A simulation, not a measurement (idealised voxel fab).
process module | voxel capacitor over wiring
cross-section cut | 290 nm wide | cells 5 nm
A cross-section is a grid of square cells, given in bands from the top down. A band is one or more rows of cells.
Each band's line starts with the height of the band's top and of its bottom, in nm. Then come its materials from left to right, each with its width in nm. One material with "throughout" fills the band from edge to edge. "air" is empty space.
Height 0 is the level under which the wafer as received is all one material. The lowest band goes on downwards, as in "0 down".
A width such as "30 to 40" changes by the same amount from each row of cells to the next, from the band's top row to its bottom row.
"no change" after a step means that no cell of the cross-section changed.
closed voids: empty space of 8 cells or more with no open way to the top, each as width x height at its distance from the left edge, in nm
after a step's settings: what the simulator itself notes on the step
overlay nm, on a step with a mask: how far to the right of its planned place the mask lay; to the left if negative
plan
1 op RECEIVE | material Si
2 op CONFORMAL_DEP | material SiO2 | thk nm 15
3 op CONFORMAL_DEP | material SiN | thk nm 5
4 op DIRECTIONAL_DEP | material lowk | thk nm 25
5 op DIRECTIONAL_DEP | material aC | thk nm 10
6 op PATTERN | tone open | mask id METAL_1 | material resist | width nm 30 | pitch nm 85 | thk nm 30 | overlay nm 0
7 op DIRECTIONAL_ETCH | etch materials aC | depth nm 10
8 op STRIP | etch materials resist
9 op DIRECTIONAL_ETCH | etch materials lowk | depth nm 25
10 op DIRECTIONAL_ETCH | etch materials SiN | depth nm 5
11 op STRIP | etch materials aC
12 op CONFORMAL_DEP | material TiN | thk nm 5
13 op FILL_DEP | material W | thk nm 5
14 op CMP | height nm 45
15 op CONFORMAL_DEP | material SiCN | thk nm 5
16 op DIRECTIONAL_DEP | material SiO2 | thk nm 15
17 op MASKED_ETCH | tone open | mask id PLUG_1 | width nm 15 | etch materials SiO2 | depth nm 15 | overlay nm 0
18 op MASKED_ETCH | tone open | mask id PLUG_1 | width nm 15 | etch materials SiCN | depth nm 5 | overlay nm 0
19 op EPI | material Ru | thk nm 10
20 op EPI | material Ru | thk nm 10
21 op DIRECTIONAL_DEP | material TiN | thk nm 5
22 op DIRECTIONAL_DEP | material HfO2 | thk nm 5
23 op DIRECTIONAL_DEP | material TiN | thk nm 10
24 op MASKED_ETCH | tone cover | mask id UPPER_PLATE | width nm 60 | etch materials TiN | depth nm 10 | overlay nm 0
25 op MASKED_ETCH | tone cover | mask id UPPER_PLATE | width nm 60 | etch materials HfO2 | depth nm 5 | overlay nm 0
26 op DIRECTIONAL_DEP | material aC | thk nm 10
27 op PATTERN | tone cover | mask id LOWER_PLATE | material resist | width nm 70 | thk nm 25 | overlay nm 0
28 op DIRECTIONAL_ETCH | etch materials aC | depth nm 10
29 op STRIP | etch materials resist
30 op DIRECTIONAL_ETCH | etch materials TiN | depth nm 5
31 op STRIP | etch materials aC
32 op FILL_DEP | material SiO2 | thk nm 20
33 op CMP | height nm 100
34 op DIRECTIONAL_DEP | material aC | thk nm 15
35 op PATTERN | tone open | mask id PLUG_2 | material resist | width nm 15 | thk nm 30 | overlay nm 0
36 op DIRECTIONAL_ETCH | etch materials aC | depth nm 15
37 op STRIP | etch materials resist
38 op DIRECTIONAL_ETCH | etch materials SiO2 | depth nm 15
39 op STRIP | etch materials aC
40 op CONFORMAL_DEP | material TiN | thk nm 5
41 op FILL_DEP | material Cu | thk nm 5
42 op CMP | height nm 100
43 op CONFORMAL_DEP | material SiN | thk nm 5
as received, after step 1
  0 down: Si throughout
  closed voids: none
first wafer at the end, as planned
  105 to 100: SiN throughout
  100 to 90: SiO2 110 | TiN 5 | Cu 5 | TiN 5 | SiO2 165
  90 to 85: SiO2 110 | TiN 15 | SiO2 165
  85 to 75: SiO2 100 | TiN 60 | SiO2 130
  75 to 70: SiO2 100 | HfO2 60 | SiO2 130
  70 to 65: SiO2 95 | TiN 70 | SiO2 125
  65 to 50: SiO2 100 | Ru 15 | SiO2 175
  50 to 45: SiCN 100 | Ru 15 | SiCN 175
  45 to 20: lowk 85 | TiN 5 | W 20 | TiN 5 | lowk 55 | TiN 5 | W 20 | TiN 5 | lowk 90
  20 to 15: SiN 85 | TiN 30 | SiN 55 | TiN 30 | SiN 90
  15 to 0: SiO2 throughout
  0 down: Si throughout
  closed voids: none
second wafer at the end: like start, like plan, one mistake
  105 to 100: SiN throughout
  100 to 95: SiO2 100 | TiN 60 | SiO2 130
  95 to 90: SiO2 100 | HfO2 60 | SiO2 130
  90 to 85: SiO2 95 | TiN 70 | SiO2 125
  85 to 65: Ru throughout
  65 to 50: TiN throughout
  50 to 45: SiCN throughout
  45 to 20: lowk 85 | TiN 5 | W 20 | TiN 5 | lowk 55 | TiN 5 | W 20 | TiN 5 | lowk 90
  20 to 15: SiN 85 | TiN 30 | SiN 55 | TiN 30 | SiN 90
  15 to 0: SiO2 throughout
  0 down: Si throughout
  closed voids: none
what went wrong: step 16 ran as: op DIRECTIONAL_DEP | material TiN | thk nm 15
at the end the second wafer has, in cells: 2 fewer of Cu | 220 more of Ru | 3 more of SiCN | 376 fewer of SiO2 | 155 more of TiN
